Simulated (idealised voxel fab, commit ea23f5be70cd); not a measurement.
Herein follows the process module entitled voxel tone inversion.
FYI the section here is cut, 225 nm wide, cells are 5 nm squares.
A cross-section is a grid of square cells, given in bands from the top down. A band is one or more rows of cells. This entry defines a band. It first specifies the height of the band's top and the height of its bottom in nm, and then specifies the band's materials from left to right, stating each material with its width in nm. The word "everywhere" identifies a single material that fills the band from edge to edge, while the word "empty" identifies empty space. Ref level 0: as-received wafer is one material below here. Bottom band extends down with no lower bound ("0 nm and below"). Width "30..40": first value at the band's top row of cells, second value at its bottom row, equal change from row to row. Given "nothing got changed" for a step, no cell of the cross-section differs between before and after that step. Look at "Enclosed empty spaces" for the closed voids: empty spaces with no open path to the top, sized 8 cells or up. Each is width x height at distance, distance from the left edge, all nm. That trailing text on a step's line, after the settings, is the simulator's own remark on the step. Among the settings permitted on a step's line is "overlay nm"; applied to a step with a mask, it specifies the extent to which the mask lay to the right of its planned position, whereas a negative figure signifies a position to the left.

**plan**
1. RECEIVE: material Si
2. CONFORMAL_DEP: material SiCN, thk nm 5
3. DIRECTIONAL_DEP: material polySi, thk nm 25
4. PATTERN: tone cover, mask id POSTS, material resist, width nm 15, pitch nm 50, thk nm 35, overlay nm 0
5. DIRECTIONAL_ETCH: etch materials polySi, depth nm 25
6. STRIP: etch materials resist
7. FILL_DEP: material lowk, thk nm 5
8. CMP: height nm 30
9. STRIP: etch materials polySi
The width nm used in step 4 is not the same on every wafer, whereas the starting condition is; the value printed in the plan is the first wafer's.

**First wafer of several, as received: cross-section after step 1**
- 0 nm and below | Si everywhere
- Enclosed empty spaces: none

**Take a look at the first of several wafers in cross-section: the module is done, and step 9 was its last step**
- 30 nm to 5 nm | 80 lowk / 15 empty / 35 lowk / 15 empty / 80 lowk
- 5 nm to 0 nm | SiCN everywhere
- 0 nm and below | Si everywhere
- Enclosed empty spaces: none

**Cross-sectional view, end of module, last wafer of several**
- 30 nm to 5 nm | 70 lowk / 35 empty / 15 lowk / 35 empty / 70 lowk
- 5 nm to 0 nm | SiCN everywhere
- 0 nm and below | Si everywhere
- Enclosed empty spaces: none

**The table below has one row for each wafer; a row shows, as of the end of the module, how many cells of each material the wafer has gained, marked (+), or lost, marked (-), since it was received, and then the wafer's closed voids**
width nm 15, +45 SiCN, +195 lowk, Enclosed empty spaces: none
width nm 20, +45 SiCN, +185 lowk, Enclosed empty spaces: none
width nm 25, +45 SiCN, +175 lowk, Enclosed empty spaces: none
width nm 30, +45 SiCN, +165 lowk, Enclosed empty spaces: none
width nm 35, +45 SiCN, +155 lowk, Enclosed empty spaces: none
